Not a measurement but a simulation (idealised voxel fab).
This is a process module. Its name is voxel plated lines.
Cross-section cut spans 290 nm and uses square cells 5 nm in size.
A cross-section is written here as square cells arranged in a grid, and it is given in bands from the top down, each band taking up one or more rows of cells. This entry defines a band. It first specifies the height of the band's top and the height of its bottom in nm, and then specifies the band's materials from left to right, stating each material with its width in nm. The word "edge to edge" identifies a single material that fills the band from edge to edge, while the word "blank" identifies empty space. We count height from 0. Below that, the starting wafer is all one material. The lowest band never ends at the bottom but goes on down; see "0 down" for how that is written. The expression "30 to 40" gives the width at the extremes of the band, the first number at its top row of cells and the second at its bottom row, with the width changing by equal amounts from each row to the next in between. When a step is marked "identical to before", none of the cells in the cross-section changed during that step. Closed empty spaces (no open way to the top) of 8 cells or more are what "Listed closed voids" lists, each as width x height at distance from the left edge, nm for all three. It should be noted that, on the line of a given step, the content following the step's settings is a remark produced by the simulator itself with respect to that step. overlay nm: for a step with a mask, the amount by which the mask lay right of where it was planned; a negative amount means left of it.

# So here's the lineup of process steps we planned
- 1: RECEIVE (material Si)
- 2: CONFORMAL_DEP (material Al2O3; thk nm 5)
- 3: DIRECTIONAL_DEP (material TiN; thk nm 5)
- 4: PATTERN (tone open; mask id LINES; material resist; width nm 30; pitch nm 55; thk nm 35; overlay nm 0)
- 5: EPI (material Ru; thk nm 10)
- 6: EPI (material Ru; thk nm 5)
- 7: EPI (material Ru; thk nm 10)
- 8: STRIP (etch materials resist)
- 9: DIRECTIONAL_ETCH (etch materials TiN; depth nm 5)
- 10: CONFORMAL_DEP (material SiCN; thk nm 10)

# So this is the incoming wafer in cross-section - it's already been through step 1
> 0 down  Si edge to edge
> Listed closed voids: none

# Final wafer profile in cross-section after the module, from the same start and plan as above, with one mistake made during processing
> 45 to 35  SiCN (55) / blank (10) / SiCN (45) / blank (10) / SiCN (45) / blank (10) / SiCN (45) / blank (10) / SiCN (60)
> 35 to 15  Ru (45) / SiCN (10) / blank (10) / SiCN (10) / Ru (25) / SiCN (10) / blank (10) / SiCN (10) / Ru (25) / SiCN (10) / blank (10) / SiCN (10) / Ru (25) / SiCN (10) / blank (10) / SiCN (10) / Ru (50)
> 15 to 10  Ru (45) / SiCN (30) / Ru (25) / SiCN (30) / Ru (25) / SiCN (30) / Ru (25) / SiCN (30) / Ru (50)
> 10 to 5  TiN (45) / SiCN (30) / TiN (25) / SiCN (30) / TiN (25) / SiCN (30) / TiN (25) / SiCN (30) / TiN (50)
> 5 to 0  Al2O3 edge to edge
> 0 down  Si edge to edge
> Listed closed voids: none
What went wrong in running the wafer? step 4 changed vs plan, executed as PATTERN (tone cover; mask id LINES; material resist; width nm 30; pitch nm 55; thk nm 35; overlay nm 0)
